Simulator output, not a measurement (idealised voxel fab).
The process module presented herein is designated voxel self aligned vias.
Shown is cross-section cut, with a width of 200 nm and square cells of size 5 nm.
Heads up, the way a cross-section reads in here is a grid of square cells, handed over as bands from the top down, with every band being one or more rows of cells.
Band: top height; bottom height; in nm. Then, left to right: material with width in nm, for each material. "edge to edge": a single material spanning edge to edge. "air": empty space.
Convention: height 0 is the level below which the wafer, as received, is all one material. The lowest band does not terminate at the bottom but continues downward, represented as "0 nm and below".
The two numbers in a width such as "30..40" mark its ends across the band: the first belongs to the top row of cells, the second to the bottom row, and from each row to the next the width moves by the same amount.
When a step is marked "no change", none of the cells in the cross-section changed during that step.
Under "Fully sealed cavities" you'll find the enclosed gaps, the ones with no way out to the top, that are 8 cells or bigger; each reads width x height at distance, with distance counted from the left edge, everything in nm.
The remark found on a step's line after its settings is issued by the simulator itself and pertains to that step.
The optional step-line setting "overlay nm" applies to steps with a mask and quantifies how far to the right of its planned location the mask lay, a negative value indicating leftward placement.

Process steps foreseen in the plan
- 1: RECEIVE with material Si
- 2: CONFORMAL_DEP with material SiO2, thk nm 10
- 3: CONFORMAL_DEP with material SiCN, thk nm 5
- 4: DIRECTIONAL_DEP with material SiO2, thk nm 20
- 5: MASKED_ETCH with tone open, mask id LINES, width nm 30, pitch nm 75, etch materials SiO2, depth nm 20, overlay nm 0
- 6: CONFORMAL_DEP with material TiN, thk nm 5
- 7: FILL_DEP with material Ru, thk nm 5
- 8: CMP with height nm 35
- 9: SELECTIVE_ETCH with etch materials W Ru TiN, depth nm 5
- 10: FILL_DEP with material SiN, thk nm 5
- 11: CMP with height nm 35
- 12: DIRECTIONAL_DEP with material SiO2, thk nm 20
- 13: MASKED_ETCH with tone open, mask id VIAS, width nm 50, pitch nm 75, etch materials SiO2, depth nm 20, overlay nm 0
- 14: MASKED_ETCH with tone open, mask id VIAS, width nm 50, pitch nm 75, etch materials SiN, depth nm 5, overlay nm 0
- 15: CONFORMAL_DEP with material TiN, thk nm 5
- 16: FILL_DEP with material W, thk nm 5
- 17: CMP with height nm 55
- 18: CONFORMAL_DEP with material SiN, thk nm 5

First wafer out of two, processed as planned

So this is the incoming wafer in cross-section - it's already been through step 1
* 0 nm and below  Si edge to edge
* Fully sealed cavities: none

How the wafer stands in section after step 2
* 10 nm to 0 nm  SiO2 edge to edge
* Rest of section, below 0: as before.

How the wafer stands in section after step 3
* 15 nm to 10 nm  SiCN edge to edge
* Rest of section, below 10: as before.

How the wafer stands in section after step 4
* 35 nm to 15 nm  SiO2 edge to edge
* Rest of section, below 15: as before.

How the wafer stands in section after step 5
* 35 nm to 15 nm  45 SiO2, 30 air, 45 SiO2, 30 air, 50 SiO2
* Rest of section, below 15: as before.

How the wafer stands in section after step 6
* 40 nm to 35 nm  50 TiN, 20 air, 55 TiN, 20 air, 55 TiN
* 35 nm to 20 nm  45 SiO2, 5 TiN, 20 air, 5 TiN, 45 SiO2, 5 TiN, 20 air, 5 TiN, 50 SiO2
* 20 nm to 15 nm  45 SiO2, 30 TiN, 45 SiO2, 30 TiN, 50 SiO2
* Rest of section, below 15: as before.

How the wafer stands in section after step 7
* 45 nm to 40 nm  Ru edge to edge
* 40 nm to 35 nm  50 TiN, 20 Ru, 55 TiN, 20 Ru, 55 TiN
* 35 nm to 20 nm  45 SiO2, 5 TiN, 20 Ru, 5 TiN, 45 SiO2, 5 TiN, 20 Ru, 5 TiN, 50 SiO2
* Rest of section, below 20: as before.

How the wafer stands in section after step 8
* 35 nm to 20 nm  45 SiO2, 5 TiN, 20 Ru, 5 TiN, 45 SiO2, 5 TiN, 20 Ru, 5 TiN, 50 SiO2
* Rest of section, below 20: as before.

How the wafer stands in section after step 9
* 35 nm to 30 nm  45 SiO2, 30 air, 45 SiO2, 30 air, 50 SiO2
* Rest of section, below 30: as before.

How the wafer stands in section after step 10
* 40 nm to 35 nm  SiN edge to edge
* 35 nm to 30 nm  45 SiO2, 30 SiN, 45 SiO2, 30 SiN, 50 SiO2
* Rest of section, below 30: as before.

How the wafer stands in section after step 11
* 35 nm to 30 nm  45 SiO2, 30 SiN, 45 SiO2, 30 SiN, 50 SiO2
* Rest of section, below 30: as before.

How the wafer stands in section after step 12
* 55 nm to 35 nm  SiO2 edge to edge
* Rest of section, below 35: as before.

How the wafer stands in section after step 13
* 55 nm to 35 nm  35 SiO2, 50 air, 25 SiO2, 50 air, 40 SiO2
* Rest of section, below 35: as before.

How the wafer stands in section after step 14
* 55 nm to 35 nm  35 SiO2, 50 air, 25 SiO2, 50 air, 40 SiO2
* 35 nm to 30 nm  45 SiO2, 30 air, 45 SiO2, 30 air, 50 SiO2
* Rest of section, below 30: as before.

How the wafer stands in section after step 15
* 60 nm to 55 nm  40 TiN, 40 air, 35 TiN, 40 air, 45 TiN
* 55 nm to 40 nm  35 SiO2, 5 TiN, 40 air, 5 TiN, 25 SiO2, 5 TiN, 40 air, 5 TiN, 40 SiO2
* 40 nm to 35 nm  35 SiO2, 15 TiN, 20 air, 15 TiN, 25 SiO2, 15 TiN, 20 air, 15 TiN, 40 SiO2
* 35 nm to 30 nm  45 SiO2, 30 TiN, 45 SiO2, 30 TiN, 50 SiO2
* Rest of section, below 30: as before.

How the wafer stands in section after step 16
* 65 nm to 60 nm  W edge to edge
* 60 nm to 55 nm  40 TiN, 40 W, 35 TiN, 40 W, 45 TiN
* 55 nm to 40 nm  35 SiO2, 5 TiN, 40 W, 5 TiN, 25 SiO2, 5 TiN, 40 W, 5 TiN, 40 SiO2
* 40 nm to 35 nm  35 SiO2, 15 TiN, 20 W, 15 TiN, 25 SiO2, 15 TiN, 20 W, 15 TiN, 40 SiO2
* Rest of section, below 35: as before.

How the wafer stands in section after step 17
* 55 nm to 40 nm  35 SiO2, 5 TiN, 40 W, 5 TiN, 25 SiO2, 5 TiN, 40 W, 5 TiN, 40 SiO2
* Rest of section, below 40: as before.

How the wafer stands in section after step 18
* 60 nm to 55 nm  SiN edge to edge
* Rest of section, below 55: as before.

The second wafer was prepared from the same starting point and under the same plan as the first; its processing contained one mistake, and it remains indistinguishable from the first wafer up to and including step 4

when step 5 should have ended
* 35 nm to 15 nm  45 air, 30 SiO2, 45 air, 30 SiO2, 50 air
* Rest of section, below 15: as before.

when step 6 should have ended
* 40 nm to 35 nm  40 air, 40 TiN, 35 air, 40 TiN, 45 air
* 35 nm to 20 nm  40 air, 5 TiN, 30 SiO2, 5 TiN, 35 air, 5 TiN, 30 SiO2, 5 TiN, 45 air
* 20 nm to 15 nm  45 TiN, 30 SiO2, 45 TiN, 30 SiO2, 50 TiN
* Rest of section, below 15: as before.

when step 7 should have ended
* 45 nm to 40 nm  Ru edge to edge
* 40 nm to 35 nm  40 Ru, 40 TiN, 35 Ru, 40 TiN, 45 Ru
* 35 nm to 20 nm  40 Ru, 5 TiN, 30 SiO2, 5 TiN, 35 Ru, 5 TiN, 30 SiO2, 5 TiN, 45 Ru
* Rest of section, below 20: as before.

when step 8 should have ended
* 35 nm to 20 nm  40 Ru, 5 TiN, 30 SiO2, 5 TiN, 35 Ru, 5 TiN, 30 SiO2, 5 TiN, 45 Ru
* Rest of section, below 20: as before.

when step 9 should have ended
* 35 nm to 30 nm  45 air, 30 SiO2, 45 air, 30 SiO2, 50 air
* Rest of section, below 30: as before.

when step 10 should have ended
* 40 nm to 35 nm  SiN edge to edge
* 35 nm to 30 nm  45 SiN, 30 SiO2, 45 SiN, 30 SiO2, 50 SiN
* Rest of section, below 30: as before.

when step 11 should have ended
* 35 nm to 30 nm  45 SiN, 30 SiO2, 45 SiN, 30 SiO2, 50 SiN
* Rest of section, below 30: as before.

when step 12 should have ended
* 55 nm to 35 nm  SiO2 edge to edge
* Rest of section, below 35: as before.

when step 13 should have ended
* 55 nm to 35 nm  35 SiO2, 50 air, 25 SiO2, 50 air, 40 SiO2
* Rest of section, below 35: as before.

when step 14 should have ended
* 55 nm to 35 nm  35 SiO2, 50 air, 25 SiO2, 50 air, 40 SiO2
* 35 nm to 30 nm  35 SiN, 10 air, 30 SiO2, 10 air, 25 SiN, 10 air, 30 SiO2, 10 air, 40 SiN
* Rest of section, below 30: as before.

when step 15 should have ended
* 60 nm to 55 nm  40 TiN, 40 air, 35 TiN, 40 air, 45 TiN
* 55 nm to 40 nm  35 SiO2, 5 TiN, 40 air, 5 TiN, 25 SiO2, 5 TiN, 40 air, 5 TiN, 40 SiO2
* 40 nm to 35 nm  35 SiO2, 50 TiN, 25 SiO2, 50 TiN, 40 SiO2
* 35 nm to 30 nm  35 SiN, 10 TiN, 30 SiO2, 10 TiN, 25 SiN, 10 TiN, 30 SiO2, 10 TiN, 40 SiN
* Rest of section, below 30: as before.

when step 16 should have ended
* 65 nm to 60 nm  W edge to edge
* 60 nm to 55 nm  40 TiN, 40 W, 35 TiN, 40 W, 45 TiN
* 55 nm to 40 nm  35 SiO2, 5 TiN, 40 W, 5 TiN, 25 SiO2, 5 TiN, 40 W, 5 TiN, 40 SiO2
* Rest of section, below 40: as before.

when step 17 should have ended
* 55 nm to 40 nm  35 SiO2, 5 TiN, 40 W, 5 TiN, 25 SiO2, 5 TiN, 40 W, 5 TiN, 40 SiO2
* Rest of section, below 40: as before.

when step 18 should have ended
* 60 nm to 55 nm  SiN edge to edge
* Rest of section, below 55: as before.
What was done differently from what was planned? step 5 went in with a setting other than planned; the actual run was MASKED_ETCH with tone cover, mask id LINES, width nm 30, pitch nm 75, etch materials SiO2, depth nm 20, overlay nm 0
In the final state, the cell counts of the second wafer exceed or fall short of those of the first for the following materials: 32 more of Ru, 20 more of SiN, 64 fewer of SiO2, 20 more of TiN, 8 fewer of W
